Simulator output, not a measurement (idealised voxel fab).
Process module under the name voxel capacitor over wiring
The figure presents cross-section cut, which has a width of 245 nm and is divided into square cells with an edge length of 5 nm.
Reading order for cross-sections: top band down to bottom band. Underlying form: a grid of square cells. Band size: one or more rows of cells. The band entry comprises the height of the band's top followed by the height of its bottom, expressed in nm, and subsequently the band's materials from left to right, each stated together with its width in nm. Where a single material is marked with the word "full width", that material fills the band from edge to edge. The word "air" represents empty space. Counting heights begins at 0, where everything beneath is, in the wafer as received, one material. The lowest band has no bottom; it goes on downwards, as "0 -> down" shows. Per-row width for "30..40": begins at first number (top row of band), ends at second number (bottom row), increment between rows held constant. Given "nothing different" for a step, no cell of the cross-section differs between before and after that step. The entry "closed voids" lists the empty spaces that cover at least 8 cells and have no open path to the top. Each is written as width x height at distance, where the distance is measured from the left edge and all three values are in nm. The remark found on a step's line after its settings is issued by the simulator itself and pertains to that step. Among the settings permitted on a step's line is "overlay nm"; applied to a step with a mask, it specifies the extent to which the mask lay to the right of its planned position, whereas a negative figure signifies a position to the left.

These are the steps we planned for the process:
1 RECEIVE with material Si
2 CONFORMAL_DEP with material SiO2, thk nm 15
3 CONFORMAL_DEP with material SiN, thk nm 5
4 DIRECTIONAL_DEP with material SiO2, thk nm 25
5 DIRECTIONAL_DEP with material aC, thk nm 10
6 PATTERN with tone open, mask id METAL_1, material resist, width nm 30, pitch nm 95, thk nm 30, overlay nm 0
7 DIRECTIONAL_ETCH with etch materials aC, depth nm 10
8 STRIP with etch materials resist
9 DIRECTIONAL_ETCH with etch materials SiO2, depth nm 25
10 DIRECTIONAL_ETCH with etch materials SiN, depth nm 5
11 STRIP with etch materials aC
12 CONFORMAL_DEP with material TiN, thk nm 5
13 FILL_DEP with material Cu, thk nm 10
14 CMP with height nm 45
15 CONFORMAL_DEP with material SiCN, thk nm 5
16 DIRECTIONAL_DEP with material SiO2, thk nm 15
17 PATTERN with tone open, mask id PLUG_1, material resist, width nm 15, thk nm 20, overlay nm 0
18 DIRECTIONAL_ETCH with etch materials SiO2, depth nm 15
19 DIRECTIONAL_ETCH with etch materials SiCN, depth nm 5
20 STRIP with etch materials resist
21 CONFORMAL_DEP with material TiN, thk nm 5
22 FILL_DEP with material Cu, thk nm 10
23 CMP with height nm 65
24 DIRECTIONAL_DEP with material TiN, thk nm 10
25 DIRECTIONAL_DEP with material HfO2, thk nm 5
26 DIRECTIONAL_DEP with material TiN, thk nm 5
27 PATTERN with tone cover, mask id UPPER_PLATE, material resist, width nm 70, thk nm 15, overlay nm 0
28 DIRECTIONAL_ETCH with etch materials TiN, depth nm 5
29 DIRECTIONAL_ETCH with etch materials HfO2, depth nm 5
30 STRIP with etch materials resist
31 DIRECTIONAL_DEP with material aC, thk nm 10
32 PATTERN with tone cover, mask id LOWER_PLATE, material resist, width nm 80, thk nm 30, overlay nm 0
33 DIRECTIONAL_ETCH with etch materials aC, depth nm 10
34 STRIP with etch materials resist
35 DIRECTIONAL_ETCH with etch materials TiN, depth nm 10
36 STRIP with etch materials aC
37 FILL_DEP with material SiO2, thk nm 15
38 CMP with height nm 95
39 DIRECTIONAL_DEP with material aC, thk nm 15
40 PATTERN with tone open, mask id PLUG_2, material resist, width nm 15, thk nm 35, overlay nm 0
41 DIRECTIONAL_ETCH with etch materials aC, depth nm 15
42 STRIP with etch materials resist
43 DIRECTIONAL_ETCH with etch materials SiO2, depth nm 10
44 STRIP with etch materials aC
45 CONFORMAL_DEP with material TiN, thk nm 5
46 FILL_DEP with material W, thk nm 10
47 CMP with height nm 95
48 CONFORMAL_DEP with material SiN, thk nm 5

First out of two wafers; run went to plan:

Cross-section of the wafer at receipt, which is the condition after step 1:
	0 -> down = Si full width
	closed voids: none

Upon completion of step 2, the wafer appears in cross-section as shown:
	15 -> 0 = SiO2 full width
	Under 0: no change, same as before.

Upon completion of step 3, the wafer appears in cross-section as shown:
	20 -> 15 = SiN full width
	Under 15: no change, same as before.

Upon completion of step 4, the wafer appears in cross-section as shown:
	45 -> 20 = SiO2 full width
	Under 20: no change, same as before.

Upon completion of step 5, the wafer appears in cross-section as shown:
	55 -> 45 = aC full width
	Under 45: no change, same as before.

Upon completion of step 6, the wafer appears in cross-section as shown:
	85 -> 55 = resist 60 nm / air 30 nm / resist 65 nm / air 30 nm / resist 60 nm
	Under 55: no change, same as before.

Upon completion of step 7, the wafer appears in cross-section as shown:
	75 -> 55 = resist 60 nm / air 30 nm / resist 65 nm / air 30 nm / resist 60 nm
	55 -> 45 = aC 60 nm / air 30 nm / aC 65 nm / air 30 nm / aC 60 nm
	Under 45: no change, same as before.

Upon completion of step 8, the wafer appears in cross-section as shown:
	55 -> 45 = aC 60 nm / air 30 nm / aC 65 nm / air 30 nm / aC 60 nm
	Under 45: no change, same as before.

Upon completion of step 9, the wafer appears in cross-section as shown:
	55 -> 45 = aC 60 nm / air 30 nm / aC 65 nm / air 30 nm / aC 60 nm
	45 -> 20 = SiO2 60 nm / air 30 nm / SiO2 65 nm / air 30 nm / SiO2 60 nm
	Under 20: no change, same as before.

Upon completion of step 10, the wafer appears in cross-section as shown:
	55 -> 45 = aC 60 nm / air 30 nm / aC 65 nm / air 30 nm / aC 60 nm
	45 -> 20 = SiO2 60 nm / air 30 nm / SiO2 65 nm / air 30 nm / SiO2 60 nm
	20 -> 15 = SiN 60 nm / air 30 nm / SiN 65 nm / air 30 nm / SiN 60 nm
	Under 15: no change, same as before.

Upon completion of step 11, the wafer appears in cross-section as shown:
	45 -> 20 = SiO2 60 nm / air 30 nm / SiO2 65 nm / air 30 nm / SiO2 60 nm
	Under 20: no change, same as before.

Upon completion of step 12, the wafer appears in cross-section as shown:
	50 -> 45 = TiN 65 nm / air 20 nm / TiN 75 nm / air 20 nm / TiN 65 nm
	45 -> 20 = SiO2 60 nm / TiN 5 nm / air 20 nm / TiN 5 nm / SiO2 65 nm / TiN 5 nm / air 20 nm / TiN 5 nm / SiO2 60 nm
	20 -> 15 = SiN 60 nm / TiN 30 nm / SiN 65 nm / TiN 30 nm / SiN 60 nm
	Under 15: no change, same as before.

Upon completion of step 13, the wafer appears in cross-section as shown:
	60 -> 50 = Cu full width
	50 -> 45 = TiN 65 nm / Cu 20 nm / TiN 75 nm / Cu 20 nm / TiN 65 nm
	45 -> 20 = SiO2 60 nm / TiN 5 nm / Cu 20 nm / TiN 5 nm / SiO2 65 nm / TiN 5 nm / Cu 20 nm / TiN 5 nm / SiO2 60 nm
	Under 20: no change, same as before.

Upon completion of step 14, the wafer appears in cross-section as shown:
	45 -> 20 = SiO2 60 nm / TiN 5 nm / Cu 20 nm / TiN 5 nm / SiO2 65 nm / TiN 5 nm / Cu 20 nm / TiN 5 nm / SiO2 60 nm
	Under 20: no change, same as before.

Upon completion of step 15, the wafer appears in cross-section as shown:
	50 -> 45 = SiCN full width
	Under 45: no change, same as before.

Upon completion of step 16, the wafer appears in cross-section as shown:
	65 -> 50 = SiO2 full width
	Under 50: no change, same as before.

Upon completion of step 17, the wafer appears in cross-section as shown:
	85 -> 65 = resist 75 nm / air 15 nm / resist 155 nm
	Under 65: no change, same as before.

Upon completion of step 18, the wafer appears in cross-section as shown:
	85 -> 65 = resist 75 nm / air 15 nm / resist 155 nm
	65 -> 50 = SiO2 75 nm / air 15 nm / SiO2 155 nm
	Under 50: no change, same as before.

Upon completion of step 19, the wafer appears in cross-section as shown:
	85 -> 65 = resist 75 nm / air 15 nm / resist 155 nm
	65 -> 50 = SiO2 75 nm / air 15 nm / SiO2 155 nm
	50 -> 45 = SiCN 75 nm / air 15 nm / SiCN 155 nm
	Under 45: no change, same as before.

Upon completion of step 20, the wafer appears in cross-section as shown:
	65 -> 50 = SiO2 75 nm / air 15 nm / SiO2 155 nm
	Under 50: no change, same as before.

Upon completion of step 21, the wafer appears in cross-section as shown:
	70 -> 65 = TiN 80 nm / air 5 nm / TiN 160 nm
	65 -> 50 = SiO2 75 nm / TiN 5 nm / air 5 nm / TiN 5 nm / SiO2 155 nm
	50 -> 45 = SiCN 75 nm / TiN 15 nm / SiCN 155 nm
	Under 45: no change, same as before.

Upon completion of step 22, the wafer appears in cross-section as shown:
	80 -> 70 = Cu full width
	70 -> 65 = TiN 80 nm / Cu 5 nm / TiN 160 nm
	65 -> 50 = SiO2 75 nm / TiN 5 nm / Cu 5 nm / TiN 5 nm / SiO2 155 nm
	Under 50: no change, same as before.

Upon completion of step 23, the wafer appears in cross-section as shown:
	65 -> 50 = SiO2 75 nm / TiN 5 nm / Cu 5 nm / TiN 5 nm / SiO2 155 nm
	Under 50: no change, same as before.

Upon completion of step 24, the wafer appears in cross-section as shown:
	75 -> 65 = TiN full width
	Under 65: no change, same as before.

Upon completion of step 25, the wafer appears in cross-section as shown:
	80 -> 75 = HfO2 full width
	Under 75: no change, same as before.

Upon completion of step 26, the wafer appears in cross-section as shown:
	85 -> 80 = TiN full width
	Under 80: no change, same as before.

Upon completion of step 27, the wafer appears in cross-section as shown:
	100 -> 85 = air 75 nm / resist 70 nm / air 100 nm
	Under 85: no change, same as before.

Upon completion of step 28, the wafer appears in cross-section as shown:
	100 -> 85 = air 75 nm / resist 70 nm / air 100 nm
	85 -> 80 = air 75 nm / TiN 70 nm / air 100 nm
	Under 80: no change, same as before.

Upon completion of step 29, the wafer appears in cross-section as shown:
	100 -> 85 = air 75 nm / resist 70 nm / air 100 nm
	85 -> 80 = air 75 nm / TiN 70 nm / air 100 nm
	80 -> 75 = air 75 nm / HfO2 70 nm / air 100 nm
	Under 75: no change, same as before.

Upon completion of step 30, the wafer appears in cross-section as shown:
	85 -> 80 = air 75 nm / TiN 70 nm / air 100 nm
	Under 80: no change, same as before.

Upon completion of step 31, the wafer appears in cross-section as shown:
	95 -> 85 = air 75 nm / aC 70 nm / air 100 nm
	85 -> 80 = aC 75 nm / TiN 70 nm / aC 100 nm
	80 -> 75 = aC 75 nm / HfO2 70 nm / aC 100 nm
	Under 75: no change, same as before.

Upon completion of step 32, the wafer appears in cross-section as shown:
	125 -> 95 = air 70 nm / resist 80 nm / air 95 nm
	95 -> 85 = air 70 nm / resist 5 nm / aC 70 nm / resist 5 nm / air 95 nm
	Under 85: no change, same as before.

Upon completion of step 33, the wafer appears in cross-section as shown:
	115 -> 95 = air 70 nm / resist 80 nm / air 95 nm
	95 -> 85 = air 70 nm / resist 5 nm / aC 70 nm / resist 5 nm / air 95 nm
	85 -> 80 = air 70 nm / aC 5 nm / TiN 70 nm / aC 5 nm / air 95 nm
	80 -> 75 = air 70 nm / aC 5 nm / HfO2 70 nm / aC 5 nm / air 95 nm
	Under 75: no change, same as before.

Upon completion of step 34, the wafer appears in cross-section as shown:
	95 -> 85 = air 75 nm / aC 70 nm / air 100 nm
	Under 85: no change, same as before.

Upon completion of step 35, the wafer appears in cross-section as shown:
	95 -> 85 = air 75 nm / aC 70 nm / air 100 nm
	85 -> 80 = air 70 nm / aC 5 nm / TiN 70 nm / aC 5 nm / air 95 nm
	80 -> 75 = air 70 nm / aC 5 nm / HfO2 70 nm / aC 5 nm / air 95 nm
	75 -> 65 = air 70 nm / TiN 80 nm / air 95 nm
	Under 65: no change, same as before.

Upon completion of step 36, the wafer appears in cross-section as shown:
	85 -> 80 = air 75 nm / TiN 70 nm / air 100 nm
	80 -> 75 = air 75 nm / HfO2 70 nm / air 100 nm
	Under 75: no change, same as before.

Upon completion of step 37, the wafer appears in cross-section as shown:
	100 -> 85 = SiO2 full width
	85 -> 80 = SiO2 75 nm / TiN 70 nm / SiO2 100 nm
	80 -> 75 = SiO2 75 nm / HfO2 70 nm / SiO2 100 nm
	75 -> 65 = SiO2 70 nm / TiN 80 nm / SiO2 95 nm
	Under 65: no change, same as before.

Upon completion of step 38, the wafer appears in cross-section as shown:
	95 -> 85 = SiO2 full width
	Under 85: no change, same as before.

Upon completion of step 39, the wafer appears in cross-section as shown:
	110 -> 95 = aC full width
	Under 95: no change, same as before.

Upon completion of step 40, the wafer appears in cross-section as shown:
	145 -> 110 = resist 85 nm / air 15 nm / resist 145 nm
	Under 110: no change, same as before.

Upon completion of step 41, the wafer appears in cross-section as shown:
	130 -> 110 = resist 85 nm / air 15 nm / resist 145 nm
	110 -> 95 = aC 85 nm / air 15 nm / aC 145 nm
	Under 95: no change, same as before.

Upon completion of step 42, the wafer appears in cross-section as shown:
	110 -> 95 = aC 85 nm / air 15 nm / aC 145 nm
	Under 95: no change, same as before.

Upon completion of step 43, the wafer appears in cross-section as shown:
	110 -> 95 = aC 85 nm / air 15 nm / aC 145 nm
	95 -> 85 = SiO2 85 nm / air 15 nm / SiO2 145 nm
	Under 85: no change, same as before.

Upon completion of step 44, the wafer appears in cross-section as shown:
	95 -> 85 = SiO2 85 nm / air 15 nm / SiO2 145 nm
	Under 85: no change, same as before.

Upon completion of step 45, the wafer appears in cross-section as shown:
	100 -> 95 = TiN 90 nm / air 5 nm / TiN 150 nm
	95 -> 90 = SiO2 85 nm / TiN 5 nm / air 5 nm / TiN 5 nm / SiO2 145 nm
	90 -> 80 = SiO2 85..75 nm / TiN 15..70 nm / SiO2 145..100 nm
	Under 80: no change, same as before.

Upon completion of step 46, the wafer appears in cross-section as shown:
	110 -> 100 = W full width
	100 -> 95 = TiN 90 nm / W 5 nm / TiN 150 nm
	95 -> 90 = SiO2 85 nm / TiN 5 nm / W 5 nm / TiN 5 nm / SiO2 145 nm
	Under 90: no change, same as before.

Upon completion of step 47, the wafer appears in cross-section as shown:
	95 -> 90 = SiO2 85 nm / TiN 5 nm / W 5 nm / TiN 5 nm / SiO2 145 nm
	Under 90: no change, same as before.

Upon completion of step 48, the wafer appears in cross-section as shown:
	100 -> 95 = SiN full width
	Under 95: no change, same as before.

Second wafer - shared start and plan with the first - one error in running - same as the first up to step 1 inclusive:

Second wafer: cross-section at the scheduled end of step 2:
	30 -> 0 = SiO2 full width
	Under 0: no change, same as before.

Second wafer: cross-section at the scheduled end of step 3:
	35 -> 30 = SiN full width
	Under 30: no change, same as before.

Second wafer: cross-section at the scheduled end of step 4:
	60 -> 35 = SiO2 full width
	Under 35: no change, same as before.

Second wafer: cross-section at the scheduled end of step 5:
	70 -> 60 = aC full width
	Under 60: no change, same as before.

Second wafer: cross-section at the scheduled end of step 6:
	100 -> 70 = resist 60 nm / air 30 nm / resist 65 nm / air 30 nm / resist 60 nm
	Under 70: no change, same as before.

Second wafer: cross-section at the scheduled end of step 7:
	90 -> 70 = resist 60 nm / air 30 nm / resist 65 nm / air 30 nm / resist 60 nm
	70 -> 60 = aC 60 nm / air 30 nm / aC 65 nm / air 30 nm / aC 60 nm
	Under 60: no change, same as before.

Second wafer: cross-section at the scheduled end of step 8:
	70 -> 60 = aC 60 nm / air 30 nm / aC 65 nm / air 30 nm / aC 60 nm
	Under 60: no change, same as before.

Second wafer: cross-section at the scheduled end of step 9:
	70 -> 60 = aC 60 nm / air 30 nm / aC 65 nm / air 30 nm / aC 60 nm
	60 -> 35 = SiO2 60 nm / air 30 nm / SiO2 65 nm / air 30 nm / SiO2 60 nm
	Under 35: no change, same as before.

Second wafer: cross-section at the scheduled end of step 10:
	70 -> 60 = aC 60 nm / air 30 nm / aC 65 nm / air 30 nm / aC 60 nm
	60 -> 35 = SiO2 60 nm / air 30 nm / SiO2 65 nm / air 30 nm / SiO2 60 nm
	35 -> 30 = SiN 60 nm / air 30 nm / SiN 65 nm / air 30 nm / SiN 60 nm
	Under 30: no change, same as before.

Second wafer: cross-section at the scheduled end of step 11:
	60 -> 35 = SiO2 60 nm / air 30 nm / SiO2 65 nm / air 30 nm / SiO2 60 nm
	Under 35: no change, same as before.

Second wafer: cross-section at the scheduled end of step 12:
	65 -> 60 = TiN 65 nm / air 20 nm / TiN 75 nm / air 20 nm / TiN 65 nm
	60 -> 35 = SiO2 60 nm / TiN 5 nm / air 20 nm / TiN 5 nm / SiO2 65 nm / TiN 5 nm / air 20 nm / TiN 5 nm / SiO2 60 nm
	35 -> 30 = SiN 60 nm / TiN 30 nm / SiN 65 nm / TiN 30 nm / SiN 60 nm
	Under 30: no change, same as before.

Second wafer: cross-section at the scheduled end of step 13:
	75 -> 65 = Cu full width
	65 -> 60 = TiN 65 nm / Cu 20 nm / TiN 75 nm / Cu 20 nm / TiN 65 nm
	60 -> 35 = SiO2 60 nm / TiN 5 nm / Cu 20 nm / TiN 5 nm / SiO2 65 nm / TiN 5 nm / Cu 20 nm / TiN 5 nm / SiO2 60 nm
	Under 35: no change, same as before.

Second wafer: cross-section at the scheduled end of step 14:
	45 -> 35 = SiO2 60 nm / TiN 5 nm / Cu 20 nm / TiN 5 nm / SiO2 65 nm / TiN 5 nm / Cu 20 nm / TiN 5 nm / SiO2 60 nm
	Under 35: no change, same as before.

Second wafer: cross-section at the scheduled end of step 15:
	50 -> 45 = SiCN full width
	Under 45: no change, same as before.

Second wafer: cross-section at the scheduled end of step 16:
	65 -> 50 = SiO2 full width
	Under 50: no change, same as before.

Second wafer: cross-section at the scheduled end of step 17:
	85 -> 65 = resist 75 nm / air 15 nm / resist 155 nm
	Under 65: no change, same as before.

Second wafer: cross-section at the scheduled end of step 18:
	85 -> 65 = resist 75 nm / air 15 nm / resist 155 nm
	65 -> 50 = SiO2 75 nm / air 15 nm / SiO2 155 nm
	Under 50: no change, same as before.

Second wafer: cross-section at the scheduled end of step 19:
	85 -> 65 = resist 75 nm / air 15 nm / resist 155 nm
	65 -> 50 = SiO2 75 nm / air 15 nm / SiO2 155 nm
	50 -> 45 = SiCN 75 nm / air 15 nm / SiCN 155 nm
	Under 45: no change, same as before.

Second wafer: cross-section at the scheduled end of step 20:
	65 -> 50 = SiO2 75 nm / air 15 nm / SiO2 155 nm
	Under 50: no change, same as before.

Second wafer: cross-section at the scheduled end of step 21:
	70 -> 65 = TiN 80 nm / air 5 nm / TiN 160 nm
	65 -> 50 = SiO2 75 nm / TiN 5 nm / air 5 nm / TiN 5 nm / SiO2 155 nm
	50 -> 45 = SiCN 75 nm / TiN 15 nm / SiCN 155 nm
	Under 45: no change, same as before.

Second wafer: cross-section at the scheduled end of step 22:
	80 -> 70 = Cu full width
	70 -> 65 = TiN 80 nm / Cu 5 nm / TiN 160 nm
	65 -> 50 = SiO2 75 nm / TiN 5 nm / Cu 5 nm / TiN 5 nm / SiO2 155 nm
	Under 50: no change, same as before.

Second wafer: cross-section at the scheduled end of step 23:
	65 -> 50 = SiO2 75 nm / TiN 5 nm / Cu 5 nm / TiN 5 nm / SiO2 155 nm
	Under 50: no change, same as before.

Second wafer: cross-section at the scheduled end of step 24:
	75 -> 65 = TiN full width
	Under 65: no change, same as before.

Second wafer: cross-section at the scheduled end of step 25:
	80 -> 75 = HfO2 full width
	Under 75: no change, same as before.

Second wafer: cross-section at the scheduled end of step 26:
	85 -> 80 = TiN full width
	Under 80: no change, same as before.

Second wafer: cross-section at the scheduled end of step 27:
	100 -> 85 = air 75 nm / resist 70 nm / air 100 nm
	Under 85: no change, same as before.

Second wafer: cross-section at the scheduled end of step 28:
	100 -> 85 = air 75 nm / resist 70 nm / air 100 nm
	85 -> 80 = air 75 nm / TiN 70 nm / air 100 nm
	Under 80: no change, same as before.

Second wafer: cross-section at the scheduled end of step 29:
	100 -> 85 = air 75 nm / resist 70 nm / air 100 nm
	85 -> 80 = air 75 nm / TiN 70 nm / air 100 nm
	80 -> 75 = air 75 nm / HfO2 70 nm / air 100 nm
	Under 75: no change, same as before.

Second wafer: cross-section at the scheduled end of step 30:
	85 -> 80 = air 75 nm / TiN 70 nm / air 100 nm
	Under 80: no change, same as before.

Second wafer: cross-section at the scheduled end of step 31:
	95 -> 85 = air 75 nm / aC 70 nm / air 100 nm
	85 -> 80 = aC 75 nm / TiN 70 nm / aC 100 nm
	80 -> 75 = aC 75 nm / HfO2 70 nm / aC 100 nm
	Under 75: no change, same as before.

Second wafer: cross-section at the scheduled end of step 32:
	125 -> 95 = air 70 nm / resist 80 nm / air 95 nm
	95 -> 85 = air 70 nm / resist 5 nm / aC 70 nm / resist 5 nm / air 95 nm
	Under 85: no change, same as before.

Second wafer: cross-section at the scheduled end of step 33:
	115 -> 95 = air 70 nm / resist 80 nm / air 95 nm
	95 -> 85 = air 70 nm / resist 5 nm / aC 70 nm / resist 5 nm / air 95 nm
	85 -> 80 = air 70 nm / aC 5 nm / TiN 70 nm / aC 5 nm / air 95 nm
	80 -> 75 = air 70 nm / aC 5 nm / HfO2 70 nm / aC 5 nm / air 95 nm
	Under 75: no change, same as before.

Second wafer: cross-section at the scheduled end of step 34:
	95 -> 85 = air 75 nm / aC 70 nm / air 100 nm
	Under 85: no change, same as before.

Second wafer: cross-section at the scheduled end of step 35:
	95 -> 85 = air 75 nm / aC 70 nm / air 100 nm
	85 -> 80 = air 70 nm / aC 5 nm / TiN 70 nm / aC 5 nm / air 95 nm
	80 -> 75 = air 70 nm / aC 5 nm / HfO2 70 nm / aC 5 nm / air 95 nm
	75 -> 65 = air 70 nm / TiN 80 nm / air 95 nm
	Under 65: no change, same as before.

Second wafer: cross-section at the scheduled end of step 36:
	85 -> 80 = air 75 nm / TiN 70 nm / air 100 nm
	80 -> 75 = air 75 nm / HfO2 70 nm / air 100 nm
	Under 75: no change, same as before.

Second wafer: cross-section at the scheduled end of step 37:
	100 -> 85 = SiO2 full width
	85 -> 80 = SiO2 75 nm / TiN 70 nm / SiO2 100 nm
	80 -> 75 = SiO2 75 nm / HfO2 70 nm / SiO2 100 nm
	75 -> 65 = SiO2 70 nm / TiN 80 nm / SiO2 95 nm
	Under 65: no change, same as before.

Second wafer: cross-section at the scheduled end of step 38:
	95 -> 85 = SiO2 full width
	Under 85: no change, same as before.

Second wafer: cross-section at the scheduled end of step 39:
	110 -> 95 = aC full width
	Under 95: no change, same as before.

Second wafer: cross-section at the scheduled end of step 40:
	145 -> 110 = resist 85 nm / air 15 nm / resist 145 nm
	Under 110: no change, same as before.

Second wafer: cross-section at the scheduled end of step 41:
	130 -> 110 = resist 85 nm / air 15 nm / resist 145 nm
	110 -> 95 = aC 85 nm / air 15 nm / aC 145 nm
	Under 95: no change, same as before.

Second wafer: cross-section at the scheduled end of step 42:
	110 -> 95 = aC 85 nm / air 15 nm / aC 145 nm
	Under 95: no change, same as before.

Second wafer: cross-section at the scheduled end of step 43:
	110 -> 95 = aC 85 nm / air 15 nm / aC 145 nm
	95 -> 85 = SiO2 85 nm / air 15 nm / SiO2 145 nm
	Under 85: no change, same as before.

Second wafer: cross-section at the scheduled end of step 44:
	95 -> 85 = SiO2 85 nm / air 15 nm / SiO2 145 nm
	Under 85: no change, same as before.

Second wafer: cross-section at the scheduled end of step 45:
	100 -> 95 = TiN 90 nm / air 5 nm / TiN 150 nm
	95 -> 90 = SiO2 85 nm / TiN 5 nm / air 5 nm / TiN 5 nm / SiO2 145 nm
	90 -> 80 = SiO2 85..75 nm / TiN 15..70 nm / SiO2 145..100 nm
	Under 80: no change, same as before.

Second wafer: cross-section at the scheduled end of step 46:
	110 -> 100 = W full width
	100 -> 95 = TiN 90 nm / W 5 nm / TiN 150 nm
	95 -> 90 = SiO2 85 nm / TiN 5 nm / W 5 nm / TiN 5 nm / SiO2 145 nm
	Under 90: no change, same as before.

Second wafer: cross-section at the scheduled end of step 47:
	95 -> 90 = SiO2 85 nm / TiN 5 nm / W 5 nm / TiN 5 nm / SiO2 145 nm
	Under 90: no change, same as before.

Second wafer: cross-section at the scheduled end of step 48:
	100 -> 95 = SiN full width
	Under 95: no change, same as before.
Nonconformance to the process plan: twice, step 2 of the plan was run
At the finish, the second wafer shows more or fewer cells for some materials than the first does: Cu -24 | SiO2 +36 | TiN -12
